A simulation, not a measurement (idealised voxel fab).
Herein follows the process module entitled voxel air gaps.
It is cross-section cut that appears here, measuring 245 nm in width, its square cells being 5 nm in size.
Heads up, the way a cross-section reads in here is a grid of square cells, handed over as bands from the top down, with every band being one or more rows of cells. It is stipulated that each band's entry specify, in nanometres, the height of the top of the band and then that of its bottom, followed by the materials of the band in left-to-right sequence, each together with its width in nanometres. A single material marked by the word "full width" is understood to fill the band from edge to edge; the word "air" is understood to denote empty space. Heights are expressed relative to 0, this being the level below which the as-received wafer comprises one material exclusively. The lowest band is unbounded in the downward direction and is denoted as in "0 down". Think of "30..40" as a width that walks from the first number to the second as you go down the band, top row to bottom row, taking equal-sized steps from row to row. Step marked "no modifications"? Then no cell in the cross-section changed in it. "Fully closed voids": sealed empty spaces, 8 cells or more, no open way to top, listed width x height at distance, with distance from the left edge and width, height and distance in nm. The remark found on a step's line after its settings is issued by the simulator itself and pertains to that step. The setting "overlay nm" may be written on the line of a step. When the step uses a mask, the value reports how far to the right of the planned place the mask lay, and a negative value reports that it lay to the left. Read each pair as before and after one process step. The after cross-section shows only down to the lowest band that changed. The step between them and its settings are given below the pair. Pairs can come from different runs of this module on the same starting wafer. A pair continues from the pair above only where its "Pre-step snapshot" entry says so.

[Pre-step snapshot]
  0 down | Si full width
  Fully closed voids: none

[Step Result]
  10 to 0 | SiO2 full width
  Everything below 0 is unchanged.
  Fully closed voids: none
Process step bridging the above cross-sections: CONFORMAL_DEP with material SiO2, thk nm 10

Pre-step snapshot: as in the pair right above, post-step view.

[Step Result]
  15 to 10 | SiN full width
  Everything below 10 is unchanged.
  Fully closed voids: none
Process step bridging the above cross-sections: CONFORMAL_DEP with material SiN, thk nm 5

Pre-step snapshot: as in the pair right above, post-step view.

[Step Result]
  50 to 15 | SiO2 full width
  Everything below 15 is unchanged.
  Fully closed voids: none
Process step bridging the above cross-sections: DIRECTIONAL_DEP with material SiO2, thk nm 35

Pre-step snapshot: as in the pair right above, post-step view.

[Step Result]
  70 to 50 | resist: 60; air: 20; resist: 30; air: 20; resist: 30; air: 20; resist: 65
  Everything below 50 is unchanged.
  Fully closed voids: none
Process step bridging the above cross-sections: PATTERN with tone open, mask id LINES, material resist, width nm 20, pitch nm 50, thk nm 20, overlay nm 0

Pre-step snapshot: as in the pair right above, post-step view.

[Step Result]
  70 to 50 | resist: 60; air: 20; resist: 30; air: 20; resist: 30; air: 20; resist: 65
  50 to 15 | SiO2: 60; air: 20; SiO2: 30; air: 20; SiO2: 30; air: 20; SiO2: 65
  Everything below 15 is unchanged.
  Fully closed voids: none
Process step bridging the above cross-sections: DIRECTIONAL_ETCH with etch materials SiO2, depth nm 35

Pre-step snapshot: as in the pair right above, post-step view.

[Step Result]
  50 to 15 | SiO2: 60; air: 20; SiO2: 30; air: 20; SiO2: 30; air: 20; SiO2: 65
  Everything below 15 is unchanged.
  Fully closed voids: none
Process step bridging the above cross-sections: STRIP with etch materials resist

Pre-step snapshot: as in the pair right above, post-step view.

[Step Result]
  55 to 50 | TiN: 65; air: 10; TiN: 40; air: 10; TiN: 40; air: 10; TiN: 70
  50 to 20 | SiO2: 60; TiN: 5; air: 10; TiN: 5; SiO2: 30; TiN: 5; air: 10; TiN: 5; SiO2: 30; TiN: 5; air: 10; TiN: 5; SiO2: 65
  20 to 15 | SiO2: 60; TiN: 20; SiO2: 30; TiN: 20; SiO2: 30; TiN: 20; SiO2: 65
  Everything below 15 is unchanged.
  Fully closed voids: none
Process step bridging the above cross-sections: CONFORMAL_DEP with material TiN, thk nm 5

Pre-step snapshot: as in the pair right above, post-step view.

[Step Result]
  65 to 55 | W full width
  55 to 50 | TiN: 65; W: 10; TiN: 40; W: 10; TiN: 40; W: 10; TiN: 70
  50 to 20 | SiO2: 60; TiN: 5; W: 10; TiN: 5; SiO2: 30; TiN: 5; W: 10; TiN: 5; SiO2: 30; TiN: 5; W: 10; TiN: 5; SiO2: 65
  Everything below 20 is unchanged.
  Fully closed voids: none
Process step bridging the above cross-sections: FILL_DEP with material W, thk nm 10

Pre-step snapshot: as in the pair right above, post-step view.

[Step Result]
  50 to 20 | SiO2: 60; TiN: 5; W: 10; TiN: 5; SiO2: 30; TiN: 5; W: 10; TiN: 5; SiO2: 30; TiN: 5; W: 10; TiN: 5; SiO2: 65
  Everything below 20 is unchanged.
  Fully closed voids: none
Process step bridging the above cross-sections: CMP with height nm 50

Pre-step snapshot: as in the pair right above, post-step view.

[Step Result]
  60 to 50 | air: 50; Ru: 40; air: 10; Ru: 40; air: 10; Ru: 40; air: 55
  Everything below 50 is unchanged.
  Fully closed voids: none
Process step bridging the above cross-sections: EPI with material Ru, thk nm 10

Pre-step snapshot: as in the pair right above, post-step view.

[Step Result]
  60 to 50 | air: 50; Ru: 40; air: 10; Ru: 40; air: 10; Ru: 40; air: 55
  50 to 20 | air: 60; TiN: 5; W: 10; TiN: 5; air: 30; TiN: 5; W: 10; TiN: 5; air: 30; TiN: 5; W: 10; TiN: 5; air: 65
  20 to 15 | air: 60; TiN: 20; air: 30; TiN: 20; air: 30; TiN: 20; air: 65
  Everything below 15 is unchanged.
  Fully closed voids: none
Process step bridging the above cross-sections: SELECTIVE_ETCH with etch materials SiO2, depth nm 45

Pre-step snapshot: as in the pair right above, post-step view.

[Step Result]
  65 to 60 | air: 45; SiN: 150; air: 50
  60 to 50 | air: 45; SiN: 5; Ru: 40; SiN: 10; Ru: 40; SiN: 10; Ru: 40; SiN: 5; air: 50
  50 to 45 | air: 45; SiN: 15; TiN: 5; W: 10; TiN: 5; SiN: 30; TiN: 5; W: 10; TiN: 5; SiN: 30; TiN: 5; W: 10; TiN: 5; SiN: 15; air: 50
  45 to 20 | air: 55; SiN: 5; TiN: 5; W: 10; TiN: 5; SiN: 5; air: 20; SiN: 5; TiN: 5; W: 10; TiN: 5; SiN: 5; air: 20; SiN: 5; TiN: 5; W: 10; TiN: 5; SiN: 5; air: 60
  20 to 15 | SiN: 60; TiN: 20; SiN: 30; TiN: 20; SiN: 30; TiN: 20; SiN: 65
  Everything below 15 is unchanged.
  Fully closed voids: 20 x 25 at 85; 20 x 25 at 135
Process step bridging the above cross-sections: CONFORMAL_DEP with material SiN, thk nm 5

[Pre-step snapshot]
  60 to 50 | air: 50; Ru: 40; air: 10; Ru: 40; air: 10; Ru: 40; air: 55
  50 to 20 | SiO2: 60; TiN: 5; W: 10; TiN: 5; SiO2: 30; TiN: 5; W: 10; TiN: 5; SiO2: 30; TiN: 5; W: 10; TiN: 5; SiO2: 65
  20 to 15 | SiO2: 60; TiN: 20; SiO2: 30; TiN: 20; SiO2: 30; TiN: 20; SiO2: 65
  15 to 10 | SiN full width
  10 to 0 | SiO2 full width
  0 down | Si full width
  Fully closed voids: none

[Step Result]
  70 to 50 | air: 40; Ru: 160; air: 45
  Everything below 50 is unchanged.
  Fully closed voids: none
Process step bridging the above cross-sections: EPI with material Ru, thk nm 10

Pre-step snapshot: as in the pair right above, post-step view.

[Step Result]
  70 to 50 | air: 40; Ru: 160; air: 45
  50 to 20 | air: 60; TiN: 5; W: 10; TiN: 5; SiO2: 30; TiN: 5; W: 10; TiN: 5; SiO2: 30; TiN: 5; W: 10; TiN: 5; air: 65
  20 to 15 | air: 60; TiN: 20; SiO2: 30; TiN: 20; SiO2: 30; TiN: 20; air: 65
  Everything below 15 is unchanged.
  Fully closed voids: none
Process step bridging the above cross-sections: SELECTIVE_ETCH with etch materials SiO2, depth nm 45

Pre-step snapshot: as in the pair right above, post-step view.

[Step Result]
  75 to 70 | air: 35; SiN: 170; air: 40
  70 to 50 | air: 35; SiN: 5; Ru: 160; SiN: 5; air: 40
  50 to 45 | air: 35; SiN: 25; TiN: 5; W: 10; TiN: 5; SiO2: 30; TiN: 5; W: 10; TiN: 5; SiO2: 30; TiN: 5; W: 10; TiN: 5; SiN: 25; air: 40
  45 to 20 | air: 55; SiN: 5; TiN: 5; W: 10; TiN: 5; SiO2: 30; TiN: 5; W: 10; TiN: 5; SiO2: 30; TiN: 5; W: 10; TiN: 5; SiN: 5; air: 60
  20 to 15 | SiN: 60; TiN: 20; SiO2: 30; TiN: 20; SiO2: 30; TiN: 20; SiN: 65
  Everything below 15 is unchanged.
  Fully closed voids: none
Process step bridging the above cross-sections: CONFORMAL_DEP with material SiN, thk nm 5

[Pre-step snapshot]
  10 to 0 | SiO2 full width
  0 down | Si full width
  Fully closed voids: none

[Step Result]
  45 to 0 | SiO2 full width
  Everything below 0 is unchanged.
  Fully closed voids: none
Process step bridging the above cross-sections: DIRECTIONAL_DEP with material SiO2, thk nm 35

Pre-step snapshot: as in the pair right above, post-step view.

[Step Result]
  50 to 45 | SiN full width
  Everything below 45 is unchanged.
  Fully closed voids: none
Process step bridging the above cross-sections: CONFORMAL_DEP with material SiN, thk nm 5

Pre-step snapshot: as in the pair right above, post-step view.

[Step Result]
  70 to 50 | resist: 60; air: 20; resist: 30; air: 20; resist: 30; air: 20; resist: 65
  Everything below 50 is unchanged.
  Fully closed voids: none
Process step bridging the above cross-sections: PATTERN with tone open, mask id LINES, material resist, width nm 20, pitch nm 50, thk nm 20, overlay nm 0

Pre-step snapshot: as in the pair right above, post-step view.

[Step Result]
  50 to 45 | SiN full width
  Everything below 45 is unchanged.
  Fully closed voids: none
Process step bridging the above cross-sections: STRIP with etch materials resist

Pre-step snapshot: as in the pair right above, post-step view.

[Step Result]
  55 to 50 | TiN full width
  Everything below 50 is unchanged.
  Fully closed voids: none
Process step bridging the above cross-sections: CONFORMAL_DEP with material TiN, thk nm 5

Pre-step snapshot: as in the pair right above, post-step view.

[Step Result]
  65 to 55 | W full width
  Everything below 55 is unchanged.
  Fully closed voids: none
Process step bridging the above cross-sections: FILL_DEP with material W, thk nm 10

Pre-step snapshot: as in the pair right above, post-step view.

[Step Result]
  50 to 45 | SiN full width
  Everything below 45 is unchanged.
  Fully closed voids: none
Process step bridging the above cross-sections: CMP with height nm 50

Pre-step snapshot: as in the pair right above, post-step view.

[Step Result]
  55 to 45 | SiN full width
  Everything below 45 is unchanged.
  Fully closed voids: none
Process step bridging the above cross-sections: CONFORMAL_DEP with material SiN, thk nm 5

[Pre-step snapshot]
  0 down | Si full width
  Fully closed voids: none

[Step Result]
  5 to 0 | SiO2 full width
  Everything below 0 is unchanged.
  Fully closed voids: none
Process step bridging the above cross-sections: CONFORMAL_DEP with material SiO2, thk nm 5

Pre-step snapshot: as in the pair right above, post-step view.

[Step Result]
  10 to 5 | SiN full width
  Everything below 5 is unchanged.
  Fully closed voids: none
Process step bridging the above cross-sections: CONFORMAL_DEP with material SiN, thk nm 5

Pre-step snapshot: as in the pair right above, post-step view.

[Step Result]
  45 to 10 | SiO2 full width
  Everything below 10 is unchanged.
  Fully closed voids: none
Process step bridging the above cross-sections: DIRECTIONAL_DEP with material SiO2, thk nm 35

Pre-step snapshot: as in the pair right above, post-step view.

[Step Result]
  65 to 45 | resist: 60; air: 20; resist: 30; air: 20; resist: 30; air: 20; resist: 65
  Everything below 45 is unchanged.
  Fully closed voids: none
Process step bridging the above cross-sections: PATTERN with tone open, mask id LINES, material resist, width nm 20, pitch nm 50, thk nm 20, overlay nm 0

Pre-step snapshot: as in the pair right above, post-step view.

[Step Result]
  65 to 45 | resist: 60; air: 20; resist: 30; air: 20; resist: 30; air: 20; resist: 65
  45 to 10 | SiO2: 60; air: 20; SiO2: 30; air: 20; SiO2: 30; air: 20; SiO2: 65
  Everything below 10 is unchanged.
  Fully closed voids: none
Process step bridging the above cross-sections: DIRECTIONAL_ETCH with etch materials SiO2, depth nm 35

Pre-step snapshot: as in the pair right above, post-step view.

[Step Result]
  45 to 10 | SiO2: 60; air: 20; SiO2: 30; air: 20; SiO2: 30; air: 20; SiO2: 65
  Everything below 10 is unchanged.
  Fully closed voids: none
Process step bridging the above cross-sections: STRIP with etch materials resist

Pre-step snapshot: as in the pair right above, post-step view.

[Step Result]
  50 to 45 | TiN: 65; air: 10; TiN: 40; air: 10; TiN: 40; air: 10; TiN: 70
  45 to 15 | SiO2: 60; TiN: 5; air: 10; TiN: 5; SiO2: 30; TiN: 5; air: 10; TiN: 5; SiO2: 30; TiN: 5; air: 10; TiN: 5; SiO2: 65
  15 to 10 | SiO2: 60; TiN: 20; SiO2: 30; TiN: 20; SiO2: 30; TiN: 20; SiO2: 65
  Everything below 10 is unchanged.
  Fully closed voids: none
Process step bridging the above cross-sections: CONFORMAL_DEP with material TiN, thk nm 5

Pre-step snapshot: as in the pair right above, post-step view.

[Step Result]
  60 to 50 | W full width
  50 to 45 | TiN: 65; W: 10; TiN: 40; W: 10; TiN: 40; W: 10; TiN: 70
  45 to 15 | SiO2: 60; TiN: 5; W: 10; TiN: 5; SiO2: 30; TiN: 5; W: 10; TiN: 5; SiO2: 30; TiN: 5; W: 10; TiN: 5; SiO2: 65
  Everything below 15 is unchanged.
  Fully closed voids: none
Process step bridging the above cross-sections: FILL_DEP with material W, thk nm 10

Pre-step snapshot: as in the pair right above, post-step view.

[Step Result]
  50 to 45 | TiN: 65; W: 10; TiN: 40; W: 10; TiN: 40; W: 10; TiN: 70
  Everything below 45 is unchanged.
  Fully closed voids: none
Process step bridging the above cross-sections: CMP with height nm 50

Pre-step snapshot: as in the pair right above, post-step view.

[Step Result]
  60 to 50 | Ru full width
  Everything below 50 is unchanged.
  Fully closed voids: none
Process step bridging the above cross-sections: EPI with material Ru, thk nm 10

Pre-step snapshot: as in the pair right above, post-step view.

[Step Result]
  65 to 60 | SiN full width
  Everything below 60 is unchanged.
  Fully closed voids: none
Process step bridging the above cross-sections: CONFORMAL_DEP with material SiN, thk nm 5

[Pre-step snapshot]
  50 to 15 | SiO2 full width
  15 to 10 | SiN full width
  10 to 0 | SiO2 full width
  0 down | Si full width
  Fully closed voids: none

[Step Result]
  70 to 50 | resist: 65; air: 15; resist: 35; air: 15; resist: 35; air: 15; resist: 65
  Everything below 50 is unchanged.
  Fully closed voids: none
Process step bridging the above cross-sections: PATTERN with tone open, mask id LINES, material resist, width nm 15, pitch nm 50, thk nm 20, overlay nm 0

Pre-step snapshot: as in the pair right above, post-step view.

[Step Result]
  70 to 50 | resist: 65; air: 15; resist: 35; air: 15; resist: 35; air: 15; resist: 65
  50 to 15 | SiO2: 65; air: 15; SiO2: 35; air: 15; SiO2: 35; air: 15; SiO2: 65
  Everything below 15 is unchanged.
  Fully closed voids: none
Process step bridging the above cross-sections: DIRECTIONAL_ETCH with etch materials SiO2, depth nm 35

Pre-step snapshot: as in the pair right above, post-step view.

[Step Result]
  50 to 15 | SiO2: 65; air: 15; SiO2: 35; air: 15; SiO2: 35; air: 15; SiO2: 65
  Everything below 15 is unchanged.
  Fully closed voids: none
Process step bridging the above cross-sections: STRIP with etch materials resist

Pre-step snapshot: as in the pair right above, post-step view.

[Step Result]
  55 to 50 | TiN: 70; air: 5; TiN: 45; air: 5; TiN: 45; air: 5; TiN: 70
  50 to 20 | SiO2: 65; TiN: 5; air: 5; TiN: 5; SiO2: 35; TiN: 5; air: 5; TiN: 5; SiO2: 35; TiN: 5; air: 5; TiN: 5; SiO2: 65
  20 to 15 | SiO2: 65; TiN: 15; SiO2: 35; TiN: 15; SiO2: 35; TiN: 15; SiO2: 65
  Everything below 15 is unchanged.
  Fully closed voids: none
Process step bridging the above cross-sections: CONFORMAL_DEP with material TiN, thk nm 5

Pre-step snapshot: as in the pair right above, post-step view.

[Step Result]
  65 to 55 | W full width
  55 to 50 | TiN: 70; W: 5; TiN: 45; W: 5; TiN: 45; W: 5; TiN: 70
  50 to 20 | SiO2: 65; TiN: 5; W: 5; TiN: 5; SiO2: 35; TiN: 5; W: 5; TiN: 5; SiO2: 35; TiN: 5; W: 5; TiN: 5; SiO2: 65
  Everything below 20 is unchanged.
  Fully closed voids: none
Process step bridging the above cross-sections: FILL_DEP with material W, thk nm 10

Pre-step snapshot: as in the pair right above, post-step view.

[Step Result]
  50 to 20 | SiO2: 65; TiN: 5; W: 5; TiN: 5; SiO2: 35; TiN: 5; W: 5; TiN: 5; SiO2: 35; TiN: 5; W: 5; TiN: 5; SiO2: 65
  Everything below 20 is unchanged.
  Fully closed voids: none
Process step bridging the above cross-sections: CMP with height nm 50

Pre-step snapshot: as in the pair right above, post-step view.

[Step Result]
  60 to 50 | air: 55; Ru: 35; air: 15; Ru: 35; air: 15; Ru: 35; air: 55
  Everything below 50 is unchanged.
  Fully closed voids: none
Process step bridging the above cross-sections: EPI with material Ru, thk nm 10

Pre-step snapshot: as in the pair right above, post-step view.

[Step Result]
  60 to 50 | air: 55; Ru: 35; air: 15; Ru: 35; air: 15; Ru: 35; air: 55
  50 to 20 | air: 65; TiN: 5; W: 5; TiN: 5; air: 35; TiN: 5; W: 5; TiN: 5; air: 35; TiN: 5; W: 5; TiN: 5; air: 65
  20 to 15 | air: 65; TiN: 15; air: 35; TiN: 15; air: 35; TiN: 15; air: 65
  Everything below 15 is unchanged.
  Fully closed voids: none
Process step bridging the above cross-sections: SELECTIVE_ETCH with etch materials SiO2, depth nm 45

Pre-step snapshot: as in the pair right above, post-step view.

[Step Result]
  65 to 60 | air: 50; SiN: 45; air: 5; SiN: 45; air: 5; SiN: 45; air: 50
  60 to 50 | air: 50; SiN: 5; Ru: 35; SiN: 5; air: 5; SiN: 5; Ru: 35; SiN: 5; air: 5; SiN: 5; Ru: 35; SiN: 5; air: 50
  50 to 45 | air: 50; SiN: 15; TiN: 5; W: 5; TiN: 5; SiN: 15; air: 5; SiN: 15; TiN: 5; W: 5; TiN: 5; SiN: 15; air: 5; SiN: 15; TiN: 5; W: 5; TiN: 5; SiN: 15; air: 50
  45 to 20 | air: 60; SiN: 5; TiN: 5; W: 5; TiN: 5; SiN: 5; air: 25; SiN: 5; TiN: 5; W: 5; TiN: 5; SiN: 5; air: 25; SiN: 5; TiN: 5; W: 5; TiN: 5; SiN: 5; air: 60
  20 to 15 | SiN: 65; TiN: 15; SiN: 35; TiN: 15; SiN: 35; TiN: 15; SiN: 65
  Everything below 15 is unchanged.
  Fully closed voids: none
Process step bridging the above cross-sections: CONFORMAL_DEP with material SiN, thk nm 5

[Pre-step snapshot]
  50 to 15 | SiO2 full width
  15 to 10 | SiN full width
  10 to 0 | SiO2 full width
  0 down | Si full width
  Fully closed voids: none

[Step Result]
  70 to 50 | resist: 50; air: 20; resist: 30; air: 20; resist: 30; air: 20; resist: 75
  Everything below 50 is unchanged.
  Fully closed voids: none
Process step bridging the above cross-sections: PATTERN with tone open, mask id LINES, material resist, width nm 20, pitch nm 50, thk nm 20, overlay nm -10

Pre-step snapshot: as in the pair right above, post-step view.

[Step Result]
  70 to 50 | resist: 50; air: 20; resist: 30; air: 20; resist: 30; air: 20; resist: 75
  50 to 15 | SiO2: 50; air: 20; SiO2: 30; air: 20; SiO2: 30; air: 20; SiO2: 75
  Everything below 15 is unchanged.
  Fully closed voids: none
Process step bridging the above cross-sections: DIRECTIONAL_ETCH with etch materials SiO2, depth nm 35

Pre-step snapshot: as in the pair right above, post-step view.

[Step Result]
  50 to 15 | SiO2: 50; air: 20; SiO2: 30; air: 20; SiO2: 30; air: 20; SiO2: 75
  Everything below 15 is unchanged.
  Fully closed voids: none
Process step bridging the above cross-sections: STRIP with etch materials resist

Pre-step snapshot: as in the pair right above, post-step view.

[Step Result]
  55 to 50 | TiN: 55; air: 10; TiN: 40; air: 10; TiN: 40; air: 10; TiN: 80
  50 to 20 | SiO2: 50; TiN: 5; air: 10; TiN: 5; SiO2: 30; TiN: 5; air: 10; TiN: 5; SiO2: 30; TiN: 5; air: 10; TiN: 5; SiO2: 75
  20 to 15 | SiO2: 50; TiN: 20; SiO2: 30; TiN: 20; SiO2: 30; TiN: 20; SiO2: 75
  Everything below 15 is unchanged.
  Fully closed voids: none
Process step bridging the above cross-sections: CONFORMAL_DEP with material TiN, thk nm 5

Pre-step snapshot: as in the pair right above, post-step view.

[Step Result]
  65 to 55 | W full width
  55 to 50 | TiN: 55; W: 10; TiN: 40; W: 10; TiN: 40; W: 10; TiN: 80
  50 to 20 | SiO2: 50; TiN: 5; W: 10; TiN: 5; SiO2: 30; TiN: 5; W: 10; TiN: 5; SiO2: 30; TiN: 5; W: 10; TiN: 5; SiO2: 75
  Everything below 20 is unchanged.
  Fully closed voids: none
Process step bridging the above cross-sections: FILL_DEP with material W, thk nm 10

Pre-step snapshot: as in the pair right above, post-step view.

[Step Result]
  50 to 20 | SiO2: 50; TiN: 5; W: 10; TiN: 5; SiO2: 30; TiN: 5; W: 10; TiN: 5; SiO2: 30; TiN: 5; W: 10; TiN: 5; SiO2: 75
  Everything below 20 is unchanged.
  Fully closed voids: none
Process step bridging the above cross-sections: CMP with height nm 50

Pre-step snapshot: as in the pair right above, post-step view.

[Step Result]
  60 to 50 | air: 40; Ru: 40; air: 10; Ru: 40; air: 10; Ru: 40; air: 65
  Everything below 50 is unchanged.
  Fully closed voids: none
Process step bridging the above cross-sections: EPI with material Ru, thk nm 10

Pre-step snapshot: as in the pair right above, post-step view.

[Step Result]
  60 to 50 | air: 40; Ru: 40; air: 10; Ru: 40; air: 10; Ru: 40; air: 65
  50 to 20 | air: 50; TiN: 5; W: 10; TiN: 5; air: 30; TiN: 5; W: 10; TiN: 5; air: 30; TiN: 5; W: 10; TiN: 5; air: 75
  20 to 15 | air: 50; TiN: 20; air: 30; TiN: 20; air: 30; TiN: 20; air: 75
  Everything below 15 is unchanged.
  Fully closed voids: none
Process step bridging the above cross-sections: SELECTIVE_ETCH with etch materials SiO2, depth nm 45

Pre-step snapshot: as in the pair right above, post-step view.

[Step Result]
  65 to 60 | air: 35; SiN: 150; air: 60
  60 to 50 | air: 35; SiN: 5; Ru: 40; SiN: 10; Ru: 40; SiN: 10; Ru: 40; SiN: 5; air: 60
  50 to 45 | air: 35; SiN: 15; TiN: 5; W: 10; TiN: 5; SiN: 30; TiN: 5; W: 10; TiN: 5; SiN: 30; TiN: 5; W: 10; TiN: 5; SiN: 15; air: 60
  45 to 20 | air: 45; SiN: 5; TiN: 5; W: 10; TiN: 5; SiN: 5; air: 20; SiN: 5; TiN: 5; W: 10; TiN: 5; SiN: 5; air: 20; SiN: 5; TiN: 5; W: 10; TiN: 5; SiN: 5; air: 70
  20 to 15 | SiN: 50; TiN: 20; SiN: 30; TiN: 20; SiN: 30; TiN: 20; SiN: 75
  Everything below 15 is unchanged.
  Fully closed voids: 20 x 25 at 75; 20 x 25 at 125
Process step bridging the above cross-sections: CONFORMAL_DEP with material SiN, thk nm 5

[Pre-step snapshot]
  60 to 50 | air: 50; Ru: 40; air: 10; Ru: 40; air: 10; Ru: 40; air: 55
  50 to 20 | air: 60; TiN: 5; W: 10; TiN: 5; air: 30; TiN: 5; W: 10; TiN: 5; air: 30; TiN: 5; W: 10; TiN: 5; air: 65
  20 to 15 | air: 60; TiN: 20; air: 30; TiN: 20; air: 30; TiN: 20; air: 65
  15 to 10 | SiN full width
  10 to 0 | SiO2 full width
  0 down | Si full width
  Fully closed voids: none

[Step Result]
  65 to 60 | air: 45; SiO2: 150; air: 50
  60 to 50 | air: 45; SiO2: 5; Ru: 40; SiO2: 10; Ru: 40; SiO2: 10; Ru: 40; SiO2: 5; air: 50
  50 to 45 | air: 45; SiO2: 15; TiN: 5; W: 10; TiN: 5; SiO2: 30; TiN: 5; W: 10; TiN: 5; SiO2: 30; TiN: 5; W: 10; TiN: 5; SiO2: 15; air: 50
  45 to 20 | air: 55; SiO2: 5; TiN: 5; W: 10; TiN: 5; SiO2: 5; air: 20; SiO2: 5; TiN: 5; W: 10; TiN: 5; SiO2: 5; air: 20; SiO2: 5; TiN: 5; W: 10; TiN: 5; SiO2: 5; air: 60
  20 to 15 | SiO2: 60; TiN: 20; SiO2: 30; TiN: 20; SiO2: 30; TiN: 20; SiO2: 65
  Everything below 15 is unchanged.
  Fully closed voids: 20 x 25 at 85; 20 x 25 at 135
Process step bridging the above cross-sections: CONFORMAL_DEP with material SiO2, thk nm 5

[Pre-step snapshot]
  50 to 15 | SiO2 full width
  15 to 10 | SiN full width
  10 to 0 | SiO2 full width
  0 down | Si full width
  Fully closed voids: none

[Step Result]
  70 to 50 | air: 60; resist: 20; air: 30; resist: 20; air: 30; resist: 20; air: 65
  Everything below 50 is unchanged.
  Fully closed voids: none
Process step bridging the above cross-sections: PATTERN with tone cover, mask id LINES, material resist, width nm 20, pitch nm 50, thk nm 20, overlay nm 0

Pre-step snapshot: as in the pair right above, post-step view.

[Step Result]
  70 to 50 | air: 60; resist: 20; air: 30; resist: 20; air: 30; resist: 20; air: 65
  50 to 15 | air: 60; SiO2: 20; air: 30; SiO2: 20; air: 30; SiO2: 20; air: 65
  Everything below 15 is unchanged.
  Fully closed voids: none
Process step bridging the above cross-sections: DIRECTIONAL_ETCH with etch materials SiO2, depth nm 35

Pre-step snapshot: as in the pair right above, post-step view.

[Step Result]
  50 to 15 | air: 60; SiO2: 20; air: 30; SiO2: 20; air: 30; SiO2: 20; air: 65
  Everything below 15 is unchanged.
  Fully closed voids: none
Process step bridging the above cross-sections: STRIP with etch materials resist

Pre-step snapshot: as in the pair right above, post-step view.

[Step Result]
  55 to 50 | air: 55; TiN: 30; air: 20; TiN: 30; air: 20; TiN: 30; air: 60
  50 to 20 | air: 55; TiN: 5; SiO2: 20; TiN: 5; air: 20; TiN: 5; SiO2: 20; TiN: 5; air: 20; TiN: 5; SiO2: 20; TiN: 5; air: 60
  20 to 15 | TiN: 60; SiO2: 20; TiN: 30; SiO2: 20; TiN: 30; SiO2: 20; TiN: 65
  Everything below 15 is unchanged.
  Fully closed voids: none
Process step bridging the above cross-sections: CONFORMAL_DEP with material TiN, thk nm 5

Pre-step snapshot: as in the pair right above, post-step view.

[Step Result]
  65 to 55 | W full width
  55 to 50 | W: 55; TiN: 30; W: 20; TiN: 30; W: 20; TiN: 30; W: 60
  50 to 20 | W: 55; TiN: 5; SiO2: 20; TiN: 5; W: 20; TiN: 5; SiO2: 20; TiN: 5; W: 20; TiN: 5; SiO2: 20; TiN: 5; W: 60
  Everything below 20 is unchanged.
  Fully closed voids: none
Process step bridging the above cross-sections: FILL_DEP with material W, thk nm 10

Pre-step snapshot: as in the pair right above, post-step view.

[Step Result]
  50 to 20 | W: 55; TiN: 5; SiO2: 20; TiN: 5; W: 20; TiN: 5; SiO2: 20; TiN: 5; W: 20; TiN: 5; SiO2: 20; TiN: 5; W: 60
  Everything below 20 is unchanged.
  Fully closed voids: none
Process step bridging the above cross-sections: CMP with height nm 50

Pre-step snapshot: as in the pair right above, post-step view.

[Step Result]
  60 to 50 | Ru full width
  Everything below 50 is unchanged.
  Fully closed voids: none
Process step bridging the above cross-sections: EPI with material Ru, thk nm 10

Pre-step snapshot: as in the pair right above, post-step view.

[Step Result]
  65 to 60 | SiN full width
  Everything below 60 is unchanged.
  Fully closed voids: none
Process step bridging the above cross-sections: CONFORMAL_DEP with material SiN, thk nm 5
